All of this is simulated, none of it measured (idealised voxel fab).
Name of the process module below: voxel gate over fins
For reference, the cross-section in this document is cut, with width 250 nm and square cells of 5 nm.
For the purposes of this document, a cross-section shall be understood as a grid of square cells, specified as bands listed in top-to-bottom order, each band consisting of one or more rows of cells.
The band entry comprises the height of the band's top followed by the height of its bottom, expressed in nm, and subsequently the band's materials from left to right, each stated together with its width in nm. Where a single material is marked with the word "throughout", that material fills the band from edge to edge. The word "air" represents empty space.
Height datum 0, below which the as-received substrate wafer is one material. Lowest band open at the bottom, running downward: "from 0 down".
Top row gets the first number, bottom row gets the second, and each row in between changes by the same step: that is how a band width like "30 to 40" works.
For the purposes of this document, the phrase "no modification" attached to a step denotes that no cell within the cross-section was modified by that step.
Closed-off voids of 8+ cells (no open route to the top) go in "Fully closed voids", written width x height at distance from the left edge, in nm.
Note: text after step settings on the step line = simulator remark on that step.
overlay nm: where the mask lay relative to plan, measured to the right, on steps with a mask; negatives go left.

[Steps planned for the process]
1,RECEIVE: material Si
2,CONFORMAL_DEP: material SiN, thk nm 5
3,MASKED_ETCH: tone cover, mask id FINS, width nm 15, pitch nm 35, etch materials SiN, depth nm 5, overlay nm 0
4,MASKED_ETCH: tone cover, mask id FINS, width nm 15, pitch nm 35, etch materials Si, depth nm 35, overlay nm 0
5,OXIDIZE: depth nm 5
6,FILL_DEP: material SiO2, thk nm 10
7,CMP: height nm 5
8,SELECTIVE_ETCH: etch materials SiO2, depth nm 15
9,STRIP: etch materials SiN
10,CONFORMAL_DEP: material HfO2, thk nm 5
11,CONFORMAL_DEP: material TiN, thk nm 5
12,CONFORMAL_DEP: material TiAl, thk nm 5
13,CONFORMAL_DEP: material TiN, thk nm 5
14,FILL_DEP: material W, thk nm 10
15,CMP: height nm 25
16,CONFORMAL_DEP: material SiN, thk nm 10

[As-received wafer cross-section (after step 1)]
    from 0 down: Si throughout
    Fully closed voids: none

[First wafer of two, sectioned at end of module; run went per plan]
    from 35 to 25: SiN throughout
    from 25 to 20: W throughout
    from 20 to 15: 85 nm W / 80 nm TiN / 85 nm W
    from 15 to 10: 85 nm W / 5 nm TiN / 70 nm TiAl / 5 nm TiN / 85 nm W
    from 10 to 5: 90 nm TiN / 5 nm TiAl / 25 nm TiN / 10 nm TiAl / 25 nm TiN / 5 nm TiAl / 90 nm TiN
    from 5 to 0: 95 nm TiAl / 5 nm TiN / 15 nm HfO2 / 5 nm TiN / 10 nm TiAl / 5 nm TiN / 15 nm HfO2 / 5 nm TiN / 95 nm TiAl
    from 0 to -5: 100 nm TiN / 5 nm HfO2 / 5 nm Si / 5 nm HfO2 / 20 nm TiN / 5 nm HfO2 / 5 nm Si / 5 nm HfO2 / 100 nm TiN
    from -5 to -10: 105 nm HfO2 / 5 nm Si / 30 nm HfO2 / 5 nm Si / 105 nm HfO2
    from -10 to -40: 105 nm SiO2 / 5 nm Si / 30 nm SiO2 / 5 nm Si / 105 nm SiO2
    from -40 down: Si throughout
    Fully closed voids: none

[Second wafer through the module, sectioned at the end: same beginning and same plan as the first wafer, with one mistake in carrying it out]
    from 35 to 25: SiN throughout
    from 25 to 20: W throughout
    from 20 to 15: 90 nm W / 80 nm TiN / 80 nm W
    from 15 to 10: 85 nm W / 10 nm TiN / 70 nm TiAl / 5 nm TiN / 80 nm W
    from 10 to 5: 90 nm TiN / 10 nm TiAl / 25 nm TiN / 10 nm TiAl / 25 nm TiN / 5 nm TiAl / 85 nm TiN
    from 5 to 0: 95 nm TiAl / 10 nm TiN / 15 nm HfO2 / 5 nm TiN / 5 nm TiAl / 10 nm TiN / 15 nm HfO2 / 5 nm TiN / 90 nm TiAl
    from 0 to -5: 100 nm TiN / 10 nm HfO2 / 5 nm Si / 5 nm HfO2 / 15 nm TiN / 10 nm HfO2 / 5 nm Si / 5 nm HfO2 / 95 nm TiN
    from -5 to -10: 105 nm HfO2 / 10 nm Si / 25 nm HfO2 / 10 nm Si / 100 nm HfO2
    from -10 to -40: 105 nm SiO2 / 10 nm Si / 25 nm SiO2 / 10 nm Si / 100 nm SiO2
    from -40 down: Si throughout
    Fully closed voids: none
Processing error: heads up, step 3 didn't go per plan, it actually ran as MASKED_ETCH: tone cover, mask id FINS, width nm 15, pitch nm 35, etch materials SiN, depth nm 5, overlay nm 5
Per the end-of-run cell counts, the second wafer holds more or fewer of some materials than the first: +14 Si, -12 SiO2, -1 TiAl, -1 W
